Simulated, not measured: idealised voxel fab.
process module | voxel ribs on slabs
cross-section cut | 260 nm wide | cells 5 nm
A cross-section is a grid of square cells, given in bands from the top down. A band is one or more rows of cells.
Each band's line starts with the height of the band's top and of its bottom, in nm. Then come its materials from left to right, each with its width in nm. One material with "throughout" fills the band from edge to edge. "air" is empty space.
Height 0 is the level under which the wafer as received is all one material. The lowest band goes on downwards, as in "0 down".
A width such as "30 to 40" changes by the same amount from each row of cells to the next, from the band's top row to its bottom row.
"no change" after a step means that no cell of the cross-section changed.
closed voids: empty space of 8 cells or more with no open way to the top, each as width x height at its distance from the left edge, in nm
after a step's settings: what the simulator itself notes on the step
overlay nm, on a step with a mask: how far to the right of its planned place the mask lay; to the left if negative
plan
1 op RECEIVE | material Si
2 op DIRECTIONAL_DEP | material SiO2 | thk nm 30
3 op DIRECTIONAL_DEP | material SiN | thk nm 15
4 op PATTERN | tone cover | mask id RIB | material resist | width nm 20 | thk nm 15 | overlay nm 0
5 op DIRECTIONAL_ETCH | etch materials SiN | depth nm 10
6 op STRIP | etch materials resist
7 op PATTERN | tone cover | mask id SLAB | material resist | width nm 50 | thk nm 20 | overlay nm 0
8 op DIRECTIONAL_ETCH | etch materials SiN | depth nm 5
9 op STRIP | etch materials resist
10 op FILL_DEP | material SiO2 | thk nm 20
11 op CMP | height nm 60
12 op DIRECTIONAL_DEP | material W | thk nm 5
13 op PATTERN | tone cover | mask id HEATER | material resist | width nm 30 | thk nm 20 | overlay nm 0
14 op DIRECTIONAL_ETCH | etch materials W | depth nm 5
15 op STRIP | etch materials resist
16 op CONFORMAL_DEP | material SiN | thk nm 10
as received, after step 1
  0 down: Si throughout
  closed voids: none
first wafer at the end, as planned
  75 to 70: air 105 | SiN 50 | air 105
  70 to 65: SiN throughout
  65 to 60: SiN 115 | W 30 | SiN 115
  60 to 45: SiO2 throughout
  45 to 35: SiO2 120 | SiN 20 | SiO2 120
  35 to 30: SiO2 105 | SiN 50 | SiO2 105
  30 to 0: SiO2 throughout
  0 down: Si throughout
  closed voids: none
second wafer at the end: like start, like plan, one mistake
  75 to 70: air 105 | SiN 50 | air 105
  70 to 65: SiN throughout
  65 to 60: SiN 115 | W 30 | SiN 115
  60 to 45: SiO2 throughout
  45 to 35: SiO2 115 | SiN 30 | SiO2 115
  35 to 30: SiO2 105 | SiN 50 | SiO2 105
  30 to 0: SiO2 throughout
  0 down: Si throughout
  closed voids: none
what went wrong: step 4 ran as: op PATTERN | tone cover | mask id RIB | material resist | width nm 30 | thk nm 15 | overlay nm 0
at the end the second wafer has, in cells: 4 more of SiN | 4 fewer of SiO2
